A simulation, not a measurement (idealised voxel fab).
process module | voxel self aligned vias
cross-section cut | 170 nm wide | cells 5 nm
A cross-section is a grid of square cells, given in bands from the top down. A band is one or more rows of cells.
Each band's line starts with the height of the band's top and of its bottom, in nm. Then come its materials from left to right, each with its width in nm. One material with "throughout" fills the band from edge to edge. "air" is empty space.
Height 0 is the level under which the wafer as received is all one material. The lowest band goes on downwards, as in "0 down".
A width such as "30 to 40" changes by the same amount from each row of cells to the next, from the band's top row to its bottom row.
"no change" after a step means that no cell of the cross-section changed.
closed voids: empty space of 8 cells or more with no open way to the top, each as width x height at its distance from the left edge, in nm
after a step's settings: what the simulator itself notes on the step
overlay nm, on a step with a mask: how far to the right of its planned place the mask lay; to the left if negative
plan
1 op RECEIVE | material Si
2 op CONFORMAL_DEP | material SiO2 | thk nm 15
3 op CONFORMAL_DEP | material SiCN | thk nm 5
4 op DIRECTIONAL_DEP | material lowk | thk nm 30
5 op DIRECTIONAL_DEP | material aC | thk nm 15
6 op PATTERN | tone open | mask id LINES | material resist | width nm 30 | pitch nm 60 | thk nm 30 | overlay nm 0
7 op DIRECTIONAL_ETCH | etch materials aC | depth nm 5
8 op STRIP | etch materials resist
9 op DIRECTIONAL_ETCH | etch materials lowk | depth nm 30
10 op STRIP | etch materials aC
11 op CONFORMAL_DEP | material TiN | thk nm 5
12 op FILL_DEP | material Ru | thk nm 5
13 op CMP | height nm 50
14 op SELECTIVE_ETCH | etch materials W Ru TiN | depth nm 5
15 op FILL_DEP | material SiN | thk nm 5
16 op CMP | height nm 50
17 op DIRECTIONAL_DEP | material lowk | thk nm 20
18 op DIRECTIONAL_DEP | material aC | thk nm 10
19 op PATTERN | tone open | mask id VIAS | material resist | width nm 40 | thk nm 25 | overlay nm 0
20 op DIRECTIONAL_ETCH | etch materials aC | depth nm 10
21 op STRIP | etch materials resist
22 op DIRECTIONAL_ETCH | etch materials lowk | depth nm 20
23 op DIRECTIONAL_ETCH | etch materials SiN | depth nm 5
24 op STRIP | etch materials aC
25 op CONFORMAL_DEP | material TiN | thk nm 5
26 op FILL_DEP | material W | thk nm 10
27 op CMP | height nm 70
28 op CONFORMAL_DEP | material SiN | thk nm 5
varied across the wafers: depth nm of step 7. The plan shows the first wafer's value. All wafers start alike
first wafer as received, after step 1
  0 down: Si throughout
  closed voids: none
each wafer at the end: cells of each material gained (+) or lost (-) since it was received, then its closed voids
depth nm 5 | +34 SiCN | +34 SiN | +102 SiO2 | +14 TiN | +18 W | +308 lowk | closed voids: none
depth nm 10 | +34 SiCN | +34 SiN | +102 SiO2 | +14 TiN | +18 W | +308 lowk | closed voids: none
depth nm 15 | +32 Ru | +34 SiCN | +40 SiN | +102 SiO2 | +44 TiN | +22 W | +236 lowk | closed voids: none
depth nm 20 | +32 Ru | +34 SiCN | +40 SiN | +102 SiO2 | +44 TiN | +22 W | +236 lowk | closed voids: none
depth nm 25 | +32 Ru | +34 SiCN | +40 SiN | +102 SiO2 | +44 TiN | +22 W | +236 lowk | closed voids: none
depth nm 30 | +32 Ru | +34 SiCN | +40 SiN | +102 SiO2 | +44 TiN | +22 W | +236 lowk | closed voids: none
